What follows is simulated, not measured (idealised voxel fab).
Process module name: voxel self aligned vias
Section cut is 140 nm wide and gridded with 5 nm square cells.
Throughout this document, each cross-section is represented as a grid of square cells and is presented as a sequence of bands enumerated from the top downward, where a band comprises one or more rows of cells.
What a band's entry tells you: where the top is and where the bottom is, as heights in nm, and after that what lies inside, material by material from left to right, each with its width in nm. Empty space is written as the word "air", and a single material marked with the word "everywhere" occupies the band from edge to edge.
Convention: height 0 is the level below which the wafer, as received, is all one material. The lowest band does not terminate at the bottom but continues downward, represented as "0 down".
Width "30->40": first value at the band's top row of cells, second value at its bottom row, equal change from row to row.
No cell of the cross-section changed in a step that is given as "nothing got changed".
Basically, "Enclosed cavity list" tells you about the enclosed voids: empty spaces with no open way to the top, 8 cells or bigger, each written width x height at distance, where distance is from the left edge, all in nm.
Past the settings on a step's line: simulator remark, on that step.
overlay nm: mask right of planned place by this much (step with mask). Neg. = left.

## Planned step list for the process
1 RECEIVE, material Si
2 CONFORMAL_DEP, material SiO2, thk nm 10
3 CONFORMAL_DEP, material SiCN, thk nm 5
4 DIRECTIONAL_DEP, material lowk, thk nm 30
5 PATTERN, tone open, mask id LINES, material resist, width nm 30, pitch nm 55, thk nm 20, overlay nm 0
6 DIRECTIONAL_ETCH, etch materials lowk, depth nm 30
7 STRIP, etch materials resist
8 CONFORMAL_DEP, material TiN, thk nm 5
9 FILL_DEP, material W, thk nm 10
10 CMP, height nm 45
11 SELECTIVE_ETCH, etch materials W Ru TiN, depth nm 5
12 FILL_DEP, material SiN, thk nm 5
13 CMP, height nm 45
14 DIRECTIONAL_DEP, material lowk, thk nm 20
15 DIRECTIONAL_DEP, material aC, thk nm 15
16 PATTERN, tone open, mask id VIAS, material resist, width nm 40, thk nm 30, overlay nm 0
17 DIRECTIONAL_ETCH, etch materials aC, depth nm 15
18 STRIP, etch materials resist
19 DIRECTIONAL_ETCH, etch materials lowk, depth nm 20
20 DIRECTIONAL_ETCH, etch materials SiN, depth nm 5
21 STRIP, etch materials aC
22 CONFORMAL_DEP, material TiN, thk nm 5
23 FILL_DEP, material W, thk nm 5
24 CMP, height nm 65
25 CONFORMAL_DEP, material SiN, thk nm 5

## Cross-section of the wafer at receipt, which is the condition after step 1
* 0 down: Si everywhere
* Enclosed cavity list: none

## first wafer at the end, as planned
* 70 to 65: SiN everywhere
* 65 to 50: lowk: 20, then TiN: 5, then W: 30, then TiN: 5, then lowk: 80
* 50 to 45: lowk: 20, then TiN: 10, then W: 20, then TiN: 10, then lowk: 80
* 45 to 40: lowk: 25, then TiN: 30, then lowk: 25, then SiN: 30, then lowk: 30
* 40 to 20: lowk: 25, then TiN: 5, then W: 20, then TiN: 5, then lowk: 25, then TiN: 5, then W: 20, then TiN: 5, then lowk: 30
* 20 to 15: lowk: 25, then TiN: 30, then lowk: 25, then TiN: 30, then lowk: 30
* 15 to 10: SiCN everywhere
* 10 to 0: SiO2 everywhere
* 0 down: Si everywhere
* Enclosed cavity list: none

## So this is wafer number two of the two, cut at the end of the module - it started where the first did and had the same plan, we just got one thing wrong running it
* 70 to 65: SiN everywhere
* 65 to 50: lowk: 20, then TiN: 5, then W: 30, then TiN: 5, then lowk: 80
* 50 to 45: lowk: 20, then TiN: 40, then lowk: 80
* 45 to 40: SiN: 20, then TiN: 5, then lowk: 30, then TiN: 5, then SiN: 20, then lowk: 30, then SiN: 30
* 40 to 20: W: 20, then TiN: 5, then lowk: 30, then TiN: 5, then W: 15, then TiN: 5, then lowk: 30, then TiN: 5, then W: 25
* 20 to 15: TiN: 25, then lowk: 30, then TiN: 25, then lowk: 30, then TiN: 30
* 15 to 10: SiCN everywhere
* 10 to 0: SiO2 everywhere
* 0 down: Si everywhere
* Enclosed cavity list: none
Where did the run depart from the plan? for step 5, the planned setting was not used; the step was instead run as PATTERN, tone cover, mask id LINES, material resist, width nm 30, pitch nm 55, thk nm 20, overlay nm 0
Heads up, by the end the second wafer has more or fewer cells of some materials compared to the first: 8 more of SiN, 4 more of TiN, 12 more of W, 24 fewer of lowk
